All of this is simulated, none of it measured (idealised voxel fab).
The process module presented herein is designated voxel self aligned vias.
Pictured: cross-section cut, 275 nm wide, on a grid of 5 nm square cells.
In this document a cross-section is written as a grid of square cells. It is given as a series of bands, listed from the top down, and a band is one or more rows of cells. Look at the band entry: it leads with the top's height and the bottom's height in nm. Then it lists the materials left to right, with a width in nm for each. The word "everywhere" on a single material says that material fills the band edge to edge. The word "empty" is empty space. Heights are expressed relative to 0, this being the level below which the as-received wafer comprises one material exclusively. The lowest band is unbounded in the downward direction and is denoted as in "0 down". So if you see something like "30->40" for the width, read it as the top row of the band sitting at the first number and the bottom row at the second, with every row in between moving by the same amount as the last. Where the words "nothing was modified" appear for a step, the cross-section shows no cell changed by that step; every cell remained as before. Each empty space that has no open way to the top and spans at least 8 cells appears under "Closed void table" as width x height at distance, the distance counted from the left edge, all in nm. If you see something after the settings on a step's line, that's the simulator's own remark about that step. "overlay nm" answers the question of how far to the right of plan the mask lay on a step that has a mask, and when it is negative the answer is to the left.
# Steps planned for the process
1: RECEIVE: material Si
2: CONFORMAL_DEP: material SiO2, thk nm 15
3: CONFORMAL_DEP: material SiCN, thk nm 5
4: DIRECTIONAL_DEP: material SiO2, thk nm 20
5: PATTERN: tone open, mask id LINES, material resist, width nm 20, pitch nm 70, thk nm 15, overlay nm 0
6: DIRECTIONAL_ETCH: etch materials SiO2, depth nm 20
7: STRIP: etch materials resist
8: CONFORMAL_DEP: material TiN, thk nm 5
9: FILL_DEP: material W, thk nm 5
10: CMP: height nm 40
11: SELECTIVE_ETCH: etch materials W Ru TiN, depth nm 5
12: FILL_DEP: material SiN, thk nm 5
13: CMP: height nm 40
14: DIRECTIONAL_DEP: material SiO2, thk nm 15
15: PATTERN: tone open, mask id VIAS, material resist, width nm 40, pitch nm 140, thk nm 15, overlay nm 0
16: DIRECTIONAL_ETCH: etch materials SiO2, depth nm 15
17: DIRECTIONAL_ETCH: etch materials SiN, depth nm 5
18: STRIP: etch materials resist
19: CONFORMAL_DEP: material TiN, thk nm 5
20: FILL_DEP: material Cu, thk nm 10
21: CMP: height nm 55
22: CONFORMAL_DEP: material SiN, thk nm 5
# The cross-section here shows the wafer as received, i.e. in its state after step 1
0 down | Si everywhere
Closed void table: none
# Cross-sectional result after module completion. Note: starting condition and plan are unchanged from above; one processing mistake was made
60 to 55 | SiN everywhere
55 to 45 | 50 nm SiO2, 5 nm TiN, 25 nm Cu, 5 nm TiN, 105 nm SiO2, 5 nm TiN, 25 nm Cu, 5 nm TiN, 50 nm SiO2
45 to 40 | 50 nm SiO2, 10 nm TiN, 10 nm Cu, 15 nm TiN, 105 nm SiO2, 10 nm TiN, 10 nm Cu, 15 nm TiN, 50 nm SiO2
40 to 35 | 55 nm SiO2, 20 nm TiN, 50 nm SiO2, 20 nm SiN, 50 nm SiO2, 20 nm TiN, 60 nm SiO2
35 to 25 | 55 nm SiO2, 5 nm TiN, 10 nm W, 5 nm TiN, 50 nm SiO2, 5 nm TiN, 10 nm W, 5 nm TiN, 50 nm SiO2, 5 nm TiN, 10 nm W, 5 nm TiN, 60 nm SiO2
25 to 20 | 55 nm SiO2, 20 nm TiN, 50 nm SiO2, 20 nm TiN, 50 nm SiO2, 20 nm TiN, 60 nm SiO2
20 to 15 | SiCN everywhere
15 to 0 | SiO2 everywhere
0 down | Si everywhere
Closed void table: none
Heads up, the wafer didn't run the way we planned it: contrary to plan, step 15 was performed as PATTERN: tone open, mask id VIAS, material resist, width nm 35, pitch nm 140, thk nm 15, overlay nm 0
